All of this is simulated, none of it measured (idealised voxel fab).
The process module presented herein is designated voxel released beams.
Xsec cut, 290 nm wide, square cell size 5 nm.
Format of a cross-section: grid, square cells. Given as bands. Order: top down. Band: one or more rows of cells. It is stipulated that each band's entry specify, in nanometres, the height of the top of the band and then that of its bottom, followed by the materials of the band in left-to-right sequence, each together with its width in nanometres. A single material marked by the word "all across" is understood to fill the band from edge to edge; the word "air" is understood to denote empty space. It should be noted that heights are counted from 0, beneath which the wafer as supplied is of one material throughout, and that the lowest band possesses no lower boundary but continues downward, as written in "top 0, no bottom". The expression "30->40" gives the width at the extremes of the band, the first number at its top row of cells and the second at its bottom row, with the width changing by equal amounts from each row to the next in between. Reading "changes: none" for a step: not a cell of the cross-section changed in it. What "Entrapped void list" gives you is every empty space of 8 cells or more that is cut off from the top. Each appears as width x height at distance, with the distance taken from the left edge and width, height and distance all in nm. On a step's line, text after the settings is the simulator commenting on that step. What "overlay nm" on a step's line means: if the step has a mask, that mask lay this far to the right of its planned place, or, when the value is negative, to the left.

[plan]
1. RECEIVE | material Si
2. CONFORMAL_DEP | material Al2O3 | thk nm 5
3. DIRECTIONAL_DEP | material SiO2 | thk nm 15
4. PATTERN | tone open | mask id ANCHOR | material resist | width nm 25 | thk nm 15 | overlay nm 0
5. DIRECTIONAL_ETCH | etch materials SiO2 | depth nm 15
6. STRIP | etch materials resist
7. CONFORMAL_DEP | material polySi | thk nm 10
8. MASKED_ETCH | tone cover | mask id BEAM | width nm 95 | etch materials polySi | depth nm 10 | overlay nm 0
9. STRIP | etch materials SiO2

[First wafer out of two, processed as planned]

[Cross-section, incoming material, after step 1]
> top 0, no bottom  Si all across
> Entrapped void list: none

[Take a look at the wafer's cross-section after step 2]
> top 5, bottom 0  Al2O3 all across
> Rest of section, below 0: as before.

[Take a look at the wafer's cross-section after step 3]
> top 20, bottom 5  SiO2 all across
> Rest of section, below 5: as before.

[Take a look at the wafer's cross-section after step 4]
> top 35, bottom 20  100 nm resist; 25 nm air; 165 nm resist
> Rest of section, below 20: as before.

[Take a look at the wafer's cross-section after step 5]
> top 35, bottom 20  100 nm resist; 25 nm air; 165 nm resist
> top 20, bottom 5  100 nm SiO2; 25 nm air; 165 nm SiO2
> Rest of section, below 5: as before.

[Take a look at the wafer's cross-section after step 6]
> top 20, bottom 5  100 nm SiO2; 25 nm air; 165 nm SiO2
> Rest of section, below 5: as before.

[Take a look at the wafer's cross-section after step 7]
> top 30, bottom 20  110 nm polySi; 5 nm air; 175 nm polySi
> top 20, bottom 15  100 nm SiO2; 10 nm polySi; 5 nm air; 10 nm polySi; 165 nm SiO2
> top 15, bottom 5  100 nm SiO2; 25 nm polySi; 165 nm SiO2
> Rest of section, below 5: as before.

[Take a look at the wafer's cross-section after step 8]
> top 30, bottom 20  95 nm air; 15 nm polySi; 5 nm air; 75 nm polySi; 100 nm air
> Rest of section, below 20: as before.

[Take a look at the wafer's cross-section after step 9]
> top 30, bottom 20  95 nm air; 15 nm polySi; 5 nm air; 75 nm polySi; 100 nm air
> top 20, bottom 15  100 nm air; 10 nm polySi; 5 nm air; 10 nm polySi; 165 nm air
> top 15, bottom 5  100 nm air; 25 nm polySi; 165 nm air
> Rest of section, below 5: as before.

[Wafer two of the pair: same origin, same plan, one error during the run; identical to wafer one up to and including step 1]

[Look at the second wafer in cross-section at the time step 2 ought to have finished]
> top 15, bottom 0  SiO2 all across
> Rest of section, below 0: as before.

[Look at the second wafer in cross-section at the time step 3 ought to have finished]
> top 20, bottom 15  Al2O3 all across
> Rest of section, below 15: as before.

[Look at the second wafer in cross-section at the time step 4 ought to have finished]
> top 35, bottom 20  100 nm resist; 25 nm air; 165 nm resist
> Rest of section, below 20: as before.

Look at the second wafer in cross-section at the time step 5 ought to have finished: changes: none

[Look at the second wafer in cross-section at the time step 6 ought to have finished]
> top 20, bottom 15  Al2O3 all across
> Rest of section, below 15: as before.

[Look at the second wafer in cross-section at the time step 7 ought to have finished]
> top 30, bottom 20  polySi all across
> Rest of section, below 20: as before.

[Look at the second wafer in cross-section at the time step 8 ought to have finished]
> top 30, bottom 20  95 nm air; 95 nm polySi; 100 nm air
> Rest of section, below 20: as before.

Look at the second wafer in cross-section at the time step 9 ought to have finished: changes: none
Run error: it was found that steps 2 and 3 of the process plan had been performed in exchanged positions
Final difference in cells, second wafer against first, listed per material as more or fewer: +174 SiO2; -12 polySi
